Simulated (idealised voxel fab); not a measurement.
The following is a process module called voxel wiring stack.
Square cells of 5 nm make up the cross-section cut, whose width is 295 nm.
Notation: cross-section as square-cell grid; stated in bands, top first, going down; one or more cell rows per band. This entry defines a band. It first specifies the height of the band's top and the height of its bottom in nm, and then specifies the band's materials from left to right, stating each material with its width in nm. The word "all across" identifies a single material that fills the band from edge to edge, while the word "air" identifies empty space. Measure heights from 0. That's the level where, below it, the as-received wafer is all one material. The lowest band is bottomless and extends downward; write it as in "from 0 down". The two numbers in a width such as "30..40" mark its ends across the band: the first belongs to the top row of cells, the second to the bottom row, and from each row to the next the width moves by the same amount. Step note "remains unaltered" = no cross-section cell changed. Each empty space that has no open way to the top and spans at least 8 cells appears under "Sealed internal voids" as width x height at distance, the distance counted from the left edge, all in nm. The remark found on a step's line after its settings is issued by the simulator itself and pertains to that step. overlay nm: mask offset rightward from planned place, masked step; negative means leftward offset.
The planned process steps are enumerated hereunder
1. RECEIVE | material Si
2. CONFORMAL_DEP | material SiO2 | thk nm 10
3. DIRECTIONAL_DEP | material TiN | thk nm 5
4. DIRECTIONAL_DEP | material Ru | thk nm 25
5. MASKED_ETCH | tone cover | mask id METAL_1 | width nm 30 | pitch nm 55 | etch materials Ru | depth nm 25 | overlay nm 0
6. MASKED_ETCH | tone cover | mask id METAL_1 | width nm 30 | pitch nm 55 | etch materials TiN | depth nm 5 | overlay nm 0
7. FILL_DEP | material SiO2 | thk nm 10
8. CMP | height nm 40
9. CONFORMAL_DEP | material SiCN | thk nm 5
10. DIRECTIONAL_DEP | material lowk | thk nm 20
11. PATTERN | tone open | mask id PLUG_1 | material resist | width nm 15 | pitch nm 110 | thk nm 20 | overlay nm 0
12. DIRECTIONAL_ETCH | etch materials lowk | depth nm 20
13. DIRECTIONAL_ETCH | etch materials SiCN | depth nm 5
14. STRIP | etch materials resist
15. EPI | material Ru | thk nm 10
16. EPI | material Ru | thk nm 10
17. EPI | material Ru | thk nm 5
18. DIRECTIONAL_DEP | material TiN | thk nm 5
19. DIRECTIONAL_DEP | material W | thk nm 20
20. DIRECTIONAL_DEP | material aC | thk nm 15
21. PATTERN | tone cover | mask id METAL_2 | material resist | width nm 30 | pitch nm 55 | thk nm 35 | overlay nm 0
22. DIRECTIONAL_ETCH | etch materials aC | depth nm 15
23. STRIP | etch materials resist
24. DIRECTIONAL_ETCH | etch materials W | depth nm 20
25. DIRECTIONAL_ETCH | etch materials TiN | depth nm 5
26. STRIP | etch materials aC
27. FILL_DEP | material SiO2 | thk nm 5
28. CMP | height nm 90
29. CONFORMAL_DEP | material SiCN | thk nm 5
First of two wafers, processed according to plan
Received-state cross-section, reflecting completion of step 1
	from 0 down  Si all across
	Sealed internal voids: none
Step 2 done - wafer cross-section
	from 10 to 0  SiO2 all across
	At heights below 0, the structure remains unaltered.
Step 3 done - wafer cross-section
	from 15 to 10  TiN all across
	At heights below 10, the structure remains unaltered.
Step 4 done - wafer cross-section
	from 40 to 15  Ru all across
	At heights below 15, the structure remains unaltered.
Step 5 done - wafer cross-section
	from 40 to 15  air=75; Ru=30; air=25; Ru=30; air=25; Ru=30; air=80
	At heights below 15, the structure remains unaltered.
Step 6 done - wafer cross-section
	from 40 to 15  air=75; Ru=30; air=25; Ru=30; air=25; Ru=30; air=80
	from 15 to 10  air=75; TiN=30; air=25; TiN=30; air=25; TiN=30; air=80
	At heights below 10, the structure remains unaltered.
Step 7 done - wafer cross-section
	from 50 to 40  SiO2 all across
	from 40 to 15  SiO2=75; Ru=30; SiO2=25; Ru=30; SiO2=25; Ru=30; SiO2=80
	from 15 to 10  SiO2=75; TiN=30; SiO2=25; TiN=30; SiO2=25; TiN=30; SiO2=80
	At heights below 10, the structure remains unaltered.
Step 8 done - wafer cross-section
	from 40 to 15  SiO2=75; Ru=30; SiO2=25; Ru=30; SiO2=25; Ru=30; SiO2=80
	At heights below 15, the structure remains unaltered.
Step 9 done - wafer cross-section
	from 45 to 40  SiCN all across
	At heights below 40, the structure remains unaltered.
Step 10 done - wafer cross-section
	from 65 to 45  lowk all across
	At heights below 45, the structure remains unaltered.
Step 11 done - wafer cross-section
	from 85 to 65  resist=75; air=15; resist=95; air=15; resist=95
	At heights below 65, the structure remains unaltered.
Step 12 done - wafer cross-section
	from 85 to 65  resist=75; air=15; resist=95; air=15; resist=95
	from 65 to 45  lowk=75; air=15; lowk=95; air=15; lowk=95
	At heights below 45, the structure remains unaltered.
Step 13 done - wafer cross-section
	from 85 to 65  resist=75; air=15; resist=95; air=15; resist=95
	from 65 to 45  lowk=75; air=15; lowk=95; air=15; lowk=95
	from 45 to 40  SiCN=75; air=15; SiCN=95; air=15; SiCN=95
	At heights below 40, the structure remains unaltered.
Step 14 done - wafer cross-section
	from 65 to 45  lowk=75; air=15; lowk=95; air=15; lowk=95
	At heights below 45, the structure remains unaltered.
Step 15 done - wafer cross-section
	from 65 to 50  lowk=75; air=15; lowk=95; air=15; lowk=95
	from 50 to 45  lowk=75; Ru=15; lowk=95; Ru=15; lowk=95
	from 45 to 40  SiCN=75; Ru=15; SiCN=95; Ru=15; SiCN=95
	At heights below 40, the structure remains unaltered.
Step 16 done - wafer cross-section
	from 65 to 60  lowk=75; air=15; lowk=95; air=15; lowk=95
	from 60 to 45  lowk=75; Ru=15; lowk=95; Ru=15; lowk=95
	At heights below 45, the structure remains unaltered.
Step 17 done - wafer cross-section
	from 65 to 45  lowk=75; Ru=15; lowk=95; Ru=15; lowk=95
	At heights below 45, the structure remains unaltered.
Step 18 done - wafer cross-section
	from 70 to 65  TiN all across
	At heights below 65, the structure remains unaltered.
Step 19 done - wafer cross-section
	from 90 to 70  W all across
	At heights below 70, the structure remains unaltered.
Step 20 done - wafer cross-section
	from 105 to 90  aC all across
	At heights below 90, the structure remains unaltered.
Step 21 done - wafer cross-section
	from 140 to 105  air=75; resist=30; air=25; resist=30; air=25; resist=30; air=80
	At heights below 105, the structure remains unaltered.
Step 22 done - wafer cross-section
	from 125 to 105  air=75; resist=30; air=25; resist=30; air=25; resist=30; air=80
	from 105 to 90  air=75; aC=30; air=25; aC=30; air=25; aC=30; air=80
	At heights below 90, the structure remains unaltered.
Step 23 done - wafer cross-section
	from 105 to 90  air=75; aC=30; air=25; aC=30; air=25; aC=30; air=80
	At heights below 90, the structure remains unaltered.
Step 24 done - wafer cross-section
	from 105 to 90  air=75; aC=30; air=25; aC=30; air=25; aC=30; air=80
	from 90 to 70  air=75; W=30; air=25; W=30; air=25; W=30; air=80
	At heights below 70, the structure remains unaltered.
Step 25 done - wafer cross-section
	from 105 to 90  air=75; aC=30; air=25; aC=30; air=25; aC=30; air=80
	from 90 to 70  air=75; W=30; air=25; W=30; air=25; W=30; air=80
	from 70 to 65  air=75; TiN=30; air=25; TiN=30; air=25; TiN=30; air=80
	At heights below 65, the structure remains unaltered.
Step 26 done - wafer cross-section
	from 90 to 70  air=75; W=30; air=25; W=30; air=25; W=30; air=80
	At heights below 70, the structure remains unaltered.
Step 27 done - wafer cross-section
	from 95 to 90  SiO2 all across
	from 90 to 70  SiO2=75; W=30; SiO2=25; W=30; SiO2=25; W=30; SiO2=80
	from 70 to 65  SiO2=75; TiN=30; SiO2=25; TiN=30; SiO2=25; TiN=30; SiO2=80
	At heights below 65, the structure remains unaltered.
Step 28 done - wafer cross-section
	from 90 to 70  SiO2=75; W=30; SiO2=25; W=30; SiO2=25; W=30; SiO2=80
	At heights below 70, the structure remains unaltered.
Step 29 done - wafer cross-section
	from 95 to 90  SiCN all across
	At heights below 90, the structure remains unaltered.
The remaining wafer, second of the two, started like the first and was run to the same plan, except that one mistake was made along the way; the two coincide through step 14, inclusive
Second wafer cross-section, taken as of the time the plan sets for step 16 to be done
	from 70 to 65  air=70; Ru=25; air=85; Ru=25; air=90
	from 65 to 45  lowk=75; Ru=15; lowk=95; Ru=15; lowk=95
	from 45 to 40  SiCN=75; Ru=15; SiCN=95; Ru=15; SiCN=95
	At heights below 40, the structure remains unaltered.
Second wafer cross-section, taken as of the time the plan sets for step 17 to be done
	from 75 to 65  air=65; Ru=35; air=75; Ru=35; air=85
	At heights below 65, the structure remains unaltered.
Second wafer cross-section, taken as of the time the plan sets for step 18 to be done
	from 80 to 75  air=65; TiN=35; air=75; TiN=35; air=85
	from 75 to 70  air=65; Ru=35; air=75; Ru=35; air=85
	from 70 to 65  TiN=65; Ru=35; TiN=75; Ru=35; TiN=85
	At heights below 65, the structure remains unaltered.
Second wafer cross-section, taken as of the time the plan sets for step 19 to be done
	from 100 to 90  air=65; W=35; air=75; W=35; air=85
	from 90 to 80  W all across
	from 80 to 75  W=65; TiN=35; W=75; TiN=35; W=85
	from 75 to 70  W=65; Ru=35; W=75; Ru=35; W=85
	At heights below 70, the structure remains unaltered.
Second wafer cross-section, taken as of the time the plan sets for step 20 to be done
	from 115 to 105  air=65; aC=35; air=75; aC=35; air=85
	from 105 to 100  aC all across
	from 100 to 90  aC=65; W=35; aC=75; W=35; aC=85
	At heights below 90, the structure remains unaltered.
Second wafer cross-section, taken as of the time the plan sets for step 21 to be done
	from 150 to 115  air=75; resist=30; air=25; resist=30; air=25; resist=30; air=80
	from 115 to 105  air=65; aC=35; resist=5; air=25; resist=30; air=15; aC=35; resist=5; air=80
	At heights below 105, the structure remains unaltered.
Second wafer cross-section, taken as of the time the plan sets for step 22 to be done
	from 135 to 115  air=75; resist=30; air=25; resist=30; air=25; resist=30; air=80
	from 115 to 105  air=75; aC=25; resist=5; air=25; resist=30; air=25; aC=25; resist=5; air=80
	from 105 to 100  air=75; aC=30; air=25; aC=30; air=25; aC=30; air=80
	from 100 to 90  air=65; W=35; aC=5; air=25; aC=30; air=15; W=35; aC=5; air=80
	At heights below 90, the structure remains unaltered.
Second wafer cross-section, taken as of the time the plan sets for step 23 to be done
	from 115 to 105  air=75; aC=25; air=85; aC=25; air=85
	At heights below 105, the structure remains unaltered.
Second wafer cross-section, taken as of the time the plan sets for step 24 to be done
	from 115 to 105  air=75; aC=25; air=85; aC=25; air=85
	from 105 to 100  air=75; aC=30; air=25; aC=30; air=25; aC=30; air=80
	from 100 to 90  air=75; W=25; aC=5; air=25; aC=30; air=25; W=25; aC=5; air=80
	from 90 to 80  air=75; W=30; air=25; W=30; air=25; W=30; air=80
	from 80 to 75  air=65; TiN=35; W=5; air=25; W=30; air=15; TiN=35; W=5; air=80
	from 75 to 70  air=65; Ru=35; W=5; air=25; W=30; air=15; Ru=35; W=5; air=80
	At heights below 70, the structure remains unaltered.
Second wafer cross-section, taken as of the time the plan sets for step 25 to be done
	from 115 to 105  air=75; aC=25; air=85; aC=25; air=85
	from 105 to 100  air=75; aC=30; air=25; aC=30; air=25; aC=30; air=80
	from 100 to 90  air=75; W=25; aC=5; air=25; aC=30; air=25; W=25; aC=5; air=80
	from 90 to 80  air=75; W=30; air=25; W=30; air=25; W=30; air=80
	from 80 to 75  air=75; TiN=25; W=5; air=25; W=30; air=25; TiN=25; W=5; air=80
	from 75 to 70  air=65; Ru=35; W=5; air=25; W=30; air=15; Ru=35; W=5; air=80
	from 70 to 65  air=65; Ru=35; TiN=5; air=25; TiN=30; air=15; Ru=35; TiN=5; air=80
	At heights below 65, the structure remains unaltered.
Second wafer cross-section, taken as of the time the plan sets for step 26 to be done
	from 100 to 90  air=75; W=25; air=85; W=25; air=85
	At heights below 90, the structure remains unaltered.
Second wafer cross-section, taken as of the time the plan sets for step 27 to be done
	from 105 to 100  SiO2 all across
	from 100 to 90  SiO2=75; W=25; SiO2=85; W=25; SiO2=85
	from 90 to 80  SiO2=75; W=30; SiO2=25; W=30; SiO2=25; W=30; SiO2=80
	from 80 to 75  SiO2=75; TiN=25; W=5; SiO2=25; W=30; SiO2=25; TiN=25; W=5; SiO2=80
	from 75 to 70  SiO2=65; Ru=35; W=5; SiO2=25; W=30; SiO2=15; Ru=35; W=5; SiO2=80
	from 70 to 65  SiO2=65; Ru=35; TiN=5; SiO2=25; TiN=30; SiO2=15; Ru=35; TiN=5; SiO2=80
	At heights below 65, the structure remains unaltered.
Second wafer cross-section, taken as of the time the plan sets for step 28 to be done
	from 90 to 80  SiO2=75; W=30; SiO2=25; W=30; SiO2=25; W=30; SiO2=80
	At heights below 80, the structure remains unaltered.
Second wafer cross-section, taken as of the time the plan sets for step 29 to be done
	from 95 to 90  SiCN all across
	At heights below 90, the structure remains unaltered.
Nonconformance to the process plan: one of 15 and 16 got run twice; they're all identical, so no saying which
Counted in cells at the end, the second wafer holds more or fewer of these materials than the first: Ru: 28 more; SiO2: 8 fewer; W: 20 fewer
